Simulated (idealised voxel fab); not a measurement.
The following process module bears the name voxel capacitor over wiring.
The cross-section on display is named cut; it measures 270 nm wide, and its cells are 5 nm squares.
Think of the cross-section as a grid of square cells. We describe it in bands, top to bottom, and each band covers one or more rows of those cells.
Top, bottom (nm), then materials left to right with widths (nm); lone material tagged "everywhere" fills the whole band edge to edge; "blank" = empty space.
It should be noted that heights are counted from 0, beneath which the wafer as supplied is of one material throughout, and that the lowest band possesses no lower boundary but continues downward, as written in "0 down".
A width such as "30->40" changes by the same amount from each row of cells to the next, from the band's top row to its bottom row.
The cross-section has no changed cell in any step marked "nothing got changed".
"Fully enclosed voids" - sealed voids, min. 8 cells, no opening to top; format: width x height at distance (distance from left edge; nm throughout).
Formally, on a step line, whatever follows the settings is a remark that the simulator itself makes on the step.
Steps that use a mask can have "overlay nm" on their line. It says how far the mask sat to the right of where it was meant to be. Negative means to the left.
### plan
- 1: RECEIVE with material Si
- 2: CONFORMAL_DEP with material SiO2, thk nm 10
- 3: CONFORMAL_DEP with material SiN, thk nm 5
- 4: DIRECTIONAL_DEP with material SiO2, thk nm 20
- 5: MASKED_ETCH with tone open, mask id METAL_1, width nm 20, pitch nm 85, etch materials SiO2, depth nm 20, overlay nm 0
- 6: MASKED_ETCH with tone open, mask id METAL_1, width nm 20, pitch nm 85, etch materials SiN, depth nm 5, overlay nm 0
- 7: CONFORMAL_DEP with material TiN, thk nm 5
- 8: FILL_DEP with material Cu, thk nm 10
- 9: CMP with height nm 35
- 10: CONFORMAL_DEP with material SiCN, thk nm 5
- 11: DIRECTIONAL_DEP with material lowk, thk nm 20
- 12: DIRECTIONAL_DEP with material aC, thk nm 15
- 13: PATTERN with tone open, mask id PLUG_1, material resist, width nm 15, thk nm 35, overlay nm 0
- 14: DIRECTIONAL_ETCH with etch materials aC, depth nm 15
- 15: STRIP with etch materials resist
- 16: DIRECTIONAL_ETCH with etch materials lowk, depth nm 20
- 17: DIRECTIONAL_ETCH with etch materials SiCN, depth nm 5
- 18: STRIP with etch materials aC
- 19: CONFORMAL_DEP with material TiN, thk nm 5
- 20: FILL_DEP with material Ru, thk nm 5
- 21: CMP with height nm 60
- 22: DIRECTIONAL_DEP with material TiN, thk nm 10
- 23: DIRECTIONAL_DEP with material HfO2, thk nm 5
- 24: DIRECTIONAL_DEP with material TiN, thk nm 5
- 25: DIRECTIONAL_DEP with material aC, thk nm 10
- 26: PATTERN with tone cover, mask id UPPER_PLATE, material resist, width nm 70, thk nm 25, overlay nm 0
- 27: DIRECTIONAL_ETCH with etch materials aC, depth nm 10
- 28: STRIP with etch materials resist
- 29: DIRECTIONAL_ETCH with etch materials TiN, depth nm 5
- 30: DIRECTIONAL_ETCH with etch materials HfO2, depth nm 5
- 31: STRIP with etch materials aC
- 32: DIRECTIONAL_DEP with material aC, thk nm 15
- 33: PATTERN with tone cover, mask id LOWER_PLATE, material resist, width nm 80, thk nm 30, overlay nm 0
- 34: DIRECTIONAL_ETCH with etch materials aC, depth nm 15
- 35: STRIP with etch materials resist
- 36: DIRECTIONAL_ETCH with etch materials TiN, depth nm 10
- 37: STRIP with etch materials aC
- 38: FILL_DEP with material SiO2, thk nm 20
- 39: CMP with height nm 95
- 40: PATTERN with tone open, mask id PLUG_2, material resist, width nm 15, thk nm 15, overlay nm 0
- 41: DIRECTIONAL_ETCH with etch materials SiO2, depth nm 15
- 42: STRIP with etch materials resist
- 43: CONFORMAL_DEP with material TiN, thk nm 5
- 44: FILL_DEP with material Cu, thk nm 10
- 45: CMP with height nm 95
- 46: CONFORMAL_DEP with material SiCN, thk nm 5
### Run as planned: first of two wafers
### Cross-section: wafer on arrival = after step 1
0 down  Si everywhere
Fully enclosed voids: none
### You're looking at a cross-section of the wafer after step 2
10 to 0  SiO2 everywhere
Rest of section, below 0: as before.
### You're looking at a cross-section of the wafer after step 3
15 to 10  SiN everywhere
Rest of section, below 10: as before.
### You're looking at a cross-section of the wafer after step 4
35 to 15  SiO2 everywhere
Rest of section, below 15: as before.
### You're looking at a cross-section of the wafer after step 5
35 to 15  SiO2 80 / blank 20 / SiO2 65 / blank 20 / SiO2 85
Rest of section, below 15: as before.
### You're looking at a cross-section of the wafer after step 6
35 to 15  SiO2 80 / blank 20 / SiO2 65 / blank 20 / SiO2 85
15 to 10  SiN 80 / blank 20 / SiN 65 / blank 20 / SiN 85
Rest of section, below 10: as before.
### You're looking at a cross-section of the wafer after step 7
40 to 35  TiN 85 / blank 10 / TiN 75 / blank 10 / TiN 90
35 to 15  SiO2 80 / TiN 5 / blank 10 / TiN 5 / SiO2 65 / TiN 5 / blank 10 / TiN 5 / SiO2 85
15 to 10  SiN 80 / TiN 20 / SiN 65 / TiN 20 / SiN 85
Rest of section, below 10: as before.
### You're looking at a cross-section of the wafer after step 8
50 to 40  Cu everywhere
40 to 35  TiN 85 / Cu 10 / TiN 75 / Cu 10 / TiN 90
35 to 15  SiO2 80 / TiN 5 / Cu 10 / TiN 5 / SiO2 65 / TiN 5 / Cu 10 / TiN 5 / SiO2 85
Rest of section, below 15: as before.
### You're looking at a cross-section of the wafer after step 9
35 to 15  SiO2 80 / TiN 5 / Cu 10 / TiN 5 / SiO2 65 / TiN 5 / Cu 10 / TiN 5 / SiO2 85
Rest of section, below 15: as before.
### You're looking at a cross-section of the wafer after step 10
40 to 35  SiCN everywhere
Rest of section, below 35: as before.
### You're looking at a cross-section of the wafer after step 11
60 to 40  lowk everywhere
Rest of section, below 40: as before.
### You're looking at a cross-section of the wafer after step 12
75 to 60  aC everywhere
Rest of section, below 60: as before.
### You're looking at a cross-section of the wafer after step 13
110 to 75  resist 85 / blank 15 / resist 170
Rest of section, below 75: as before.
### You're looking at a cross-section of the wafer after step 14
95 to 75  resist 85 / blank 15 / resist 170
75 to 60  aC 85 / blank 15 / aC 170
Rest of section, below 60: as before.
### You're looking at a cross-section of the wafer after step 15
75 to 60  aC 85 / blank 15 / aC 170
Rest of section, below 60: as before.
### You're looking at a cross-section of the wafer after step 16
75 to 60  aC 85 / blank 15 / aC 170
60 to 40  lowk 85 / blank 15 / lowk 170
Rest of section, below 40: as before.
### You're looking at a cross-section of the wafer after step 17
75 to 60  aC 85 / blank 15 / aC 170
60 to 40  lowk 85 / blank 15 / lowk 170
40 to 35  SiCN 85 / blank 15 / SiCN 170
Rest of section, below 35: as before.
### You're looking at a cross-section of the wafer after step 18
60 to 40  lowk 85 / blank 15 / lowk 170
Rest of section, below 40: as before.
### You're looking at a cross-section of the wafer after step 19
65 to 60  TiN 90 / blank 5 / TiN 175
60 to 40  lowk 85 / TiN 5 / blank 5 / TiN 5 / lowk 170
40 to 35  SiCN 85 / TiN 15 / SiCN 170
Rest of section, below 35: as before.
### You're looking at a cross-section of the wafer after step 20
70 to 65  Ru everywhere
65 to 60  TiN 90 / Ru 5 / TiN 175
60 to 40  lowk 85 / TiN 5 / Ru 5 / TiN 5 / lowk 170
Rest of section, below 40: as before.
### You're looking at a cross-section of the wafer after step 21
60 to 40  lowk 85 / TiN 5 / Ru 5 / TiN 5 / lowk 170
Rest of section, below 40: as before.
### You're looking at a cross-section of the wafer after step 22
70 to 60  TiN everywhere
Rest of section, below 60: as before.
### You're looking at a cross-section of the wafer after step 23
75 to 70  HfO2 everywhere
Rest of section, below 70: as before.
### You're looking at a cross-section of the wafer after step 24
80 to 75  TiN everywhere
Rest of section, below 75: as before.
### You're looking at a cross-section of the wafer after step 25
90 to 80  aC everywhere
Rest of section, below 80: as before.
### You're looking at a cross-section of the wafer after step 26
115 to 90  blank 85 / resist 70 / blank 115
Rest of section, below 90: as before.
### You're looking at a cross-section of the wafer after step 27
105 to 90  blank 85 / resist 70 / blank 115
90 to 80  blank 85 / aC 70 / blank 115
Rest of section, below 80: as before.
### You're looking at a cross-section of the wafer after step 28
90 to 80  blank 85 / aC 70 / blank 115
Rest of section, below 80: as before.
### You're looking at a cross-section of the wafer after step 29
90 to 80  blank 85 / aC 70 / blank 115
80 to 75  blank 85 / TiN 70 / blank 115
Rest of section, below 75: as before.
### You're looking at a cross-section of the wafer after step 30
90 to 80  blank 85 / aC 70 / blank 115
80 to 75  blank 85 / TiN 70 / blank 115
75 to 70  blank 85 / HfO2 70 / blank 115
Rest of section, below 70: as before.
### You're looking at a cross-section of the wafer after step 31
80 to 75  blank 85 / TiN 70 / blank 115
Rest of section, below 75: as before.
### You're looking at a cross-section of the wafer after step 32
95 to 85  blank 85 / aC 70 / blank 115
85 to 80  aC everywhere
80 to 75  aC 85 / TiN 70 / aC 115
75 to 70  aC 85 / HfO2 70 / aC 115
Rest of section, below 70: as before.
### You're looking at a cross-section of the wafer after step 33
125 to 95  blank 80 / resist 80 / blank 110
95 to 85  blank 80 / resist 5 / aC 70 / resist 5 / blank 110
Rest of section, below 85: as before.
### You're looking at a cross-section of the wafer after step 34
110 to 95  blank 80 / resist 80 / blank 110
95 to 85  blank 80 / resist 5 / aC 70 / resist 5 / blank 110
85 to 80  blank 80 / aC 80 / blank 110
80 to 75  blank 80 / aC 5 / TiN 70 / aC 5 / blank 110
75 to 70  blank 80 / aC 5 / HfO2 70 / aC 5 / blank 110
Rest of section, below 70: as before.
### You're looking at a cross-section of the wafer after step 35
95 to 85  blank 85 / aC 70 / blank 115
Rest of section, below 85: as before.
### You're looking at a cross-section of the wafer after step 36
95 to 85  blank 85 / aC 70 / blank 115
85 to 80  blank 80 / aC 80 / blank 110
80 to 75  blank 80 / aC 5 / TiN 70 / aC 5 / blank 110
75 to 70  blank 80 / aC 5 / HfO2 70 / aC 5 / blank 110
70 to 60  blank 80 / TiN 80 / blank 110
Rest of section, below 60: as before.
### You're looking at a cross-section of the wafer after step 37
80 to 75  blank 85 / TiN 70 / blank 115
75 to 70  blank 85 / HfO2 70 / blank 115
Rest of section, below 70: as before.
### You're looking at a cross-section of the wafer after step 38
100 to 80  SiO2 everywhere
80 to 75  SiO2 85 / TiN 70 / SiO2 115
75 to 70  SiO2 85 / HfO2 70 / SiO2 115
70 to 60  SiO2 80 / TiN 80 / SiO2 110
Rest of section, below 60: as before.
### You're looking at a cross-section of the wafer after step 39
95 to 80  SiO2 everywhere
Rest of section, below 80: as before.
### You're looking at a cross-section of the wafer after step 40
110 to 95  resist 95 / blank 15 / resist 160
Rest of section, below 95: as before.
### You're looking at a cross-section of the wafer after step 41
110 to 95  resist 95 / blank 15 / resist 160
95 to 80  SiO2 95 / blank 15 / SiO2 160
Rest of section, below 80: as before.
### You're looking at a cross-section of the wafer after step 42
95 to 80  SiO2 95 / blank 15 / SiO2 160
Rest of section, below 80: as before.
### You're looking at a cross-section of the wafer after step 43
100 to 95  TiN 100 / blank 5 / TiN 165
95 to 85  SiO2 95 / TiN 5 / blank 5 / TiN 5 / SiO2 160
85 to 75  SiO2 95->85 / TiN 15->70 / SiO2 160->115
Rest of section, below 75: as before.
### You're looking at a cross-section of the wafer after step 44
110 to 100  Cu everywhere
100 to 95  TiN 100 / Cu 5 / TiN 165
95 to 85  SiO2 95 / TiN 5 / Cu 5 / TiN 5 / SiO2 160
Rest of section, below 85: as before.
### You're looking at a cross-section of the wafer after step 45
95 to 85  SiO2 95 / TiN 5 / Cu 5 / TiN 5 / SiO2 160
Rest of section, below 85: as before.
### You're looking at a cross-section of the wafer after step 46
100 to 95  SiCN everywhere
Rest of section, below 95: as before.
### Second Wafer (Identical Start and Plan, One Processing Error; Matches First Wafer Through Step 29)
### The second wafer in cross-section, at the planned close of step 30
90 to 80  blank 85 / aC 70 / blank 115
80 to 75  blank 85 / TiN 70 / blank 115
75 to 70  blank 85 / HfO2 70 / blank 115
Rest of section, below 70: as before.
### The second wafer in cross-section, at the planned close of step 31
80 to 75  blank 85 / TiN 70 / blank 115
Rest of section, below 75: as before.
### The second wafer in cross-section, at the planned close of step 32
95 to 85  blank 85 / aC 70 / blank 115
85 to 80  aC everywhere
80 to 75  aC 85 / TiN 70 / aC 115
75 to 70  aC 85 / HfO2 70 / aC 115
Rest of section, below 70: as before.
### The second wafer in cross-section, at the planned close of step 33
125 to 95  blank 80 / resist 80 / blank 110
95 to 85  blank 80 / resist 5 / aC 70 / resist 5 / blank 110
Rest of section, below 85: as before.
### The second wafer in cross-section, at the planned close of step 34
110 to 95  blank 80 / resist 80 / blank 110
95 to 85  blank 80 / resist 5 / aC 70 / resist 5 / blank 110
85 to 80  blank 80 / aC 80 / blank 110
80 to 75  blank 80 / aC 5 / TiN 70 / aC 5 / blank 110
75 to 70  blank 80 / aC 5 / HfO2 70 / aC 5 / blank 110
Rest of section, below 70: as before.
### The second wafer in cross-section, at the planned close of step 35
95 to 85  blank 85 / aC 70 / blank 115
Rest of section, below 85: as before.
### The second wafer in cross-section, at the planned close of step 36
95 to 85  blank 85 / aC 70 / blank 115
85 to 80  blank 80 / aC 80 / blank 110
80 to 75  blank 80 / aC 5 / TiN 70 / aC 5 / blank 110
75 to 70  blank 80 / aC 5 / HfO2 70 / aC 5 / blank 110
70 to 60  blank 80 / TiN 80 / blank 110
Rest of section, below 60: as before.
### The second wafer in cross-section, at the planned close of step 37
80 to 75  blank 85 / TiN 70 / blank 115
75 to 70  blank 85 / HfO2 70 / blank 115
Rest of section, below 70: as before.
### The second wafer in cross-section, at the planned close of step 38
100 to 80  SiO2 everywhere
80 to 75  SiO2 85 / TiN 70 / SiO2 115
75 to 70  SiO2 85 / HfO2 70 / SiO2 115
70 to 60  SiO2 80 / TiN 80 / SiO2 110
Rest of section, below 60: as before.
### The second wafer in cross-section, at the planned close of step 39
95 to 80  SiO2 everywhere
Rest of section, below 80: as before.
### The second wafer in cross-section, at the planned close of step 40
110 to 95  resist 95 / blank 15 / resist 160
Rest of section, below 95: as before.
### The second wafer in cross-section, at the planned close of step 41
110 to 95  resist 95 / blank 15 / resist 160
95 to 80  SiO2 95 / blank 15 / SiO2 160
Rest of section, below 80: as before.
### The second wafer in cross-section, at the planned close of step 42
95 to 80  SiO2 95 / blank 15 / SiO2 160
Rest of section, below 80: as before.
### The second wafer in cross-section, at the planned close of step 43
100 to 95  TiN 100 / blank 5 / TiN 165
95 to 85  SiO2 95 / TiN 5 / blank 5 / TiN 5 / SiO2 160
85 to 75  SiO2 95->85 / TiN 15->70 / SiO2 160->115
Rest of section, below 75: as before.
### The second wafer in cross-section, at the planned close of step 44
110 to 100  Cu everywhere
100 to 95  TiN 100 / Cu 5 / TiN 165
95 to 85  SiO2 95 / TiN 5 / Cu 5 / TiN 5 / SiO2 160
Rest of section, below 85: as before.
### The second wafer in cross-section, at the planned close of step 45
95 to 85  SiO2 95 / TiN 5 / Cu 5 / TiN 5 / SiO2 160
Rest of section, below 85: as before.
### The second wafer in cross-section, at the planned close of step 46
100 to 95  SiCN everywhere
Rest of section, below 95: as before.
Nonconformance to the process plan: twice, step 30 of the plan was run
Upon completion, the cross-sectional profiles of the two wafers are identical; consequently, the error exerts no influence on the quantities computed by this model.
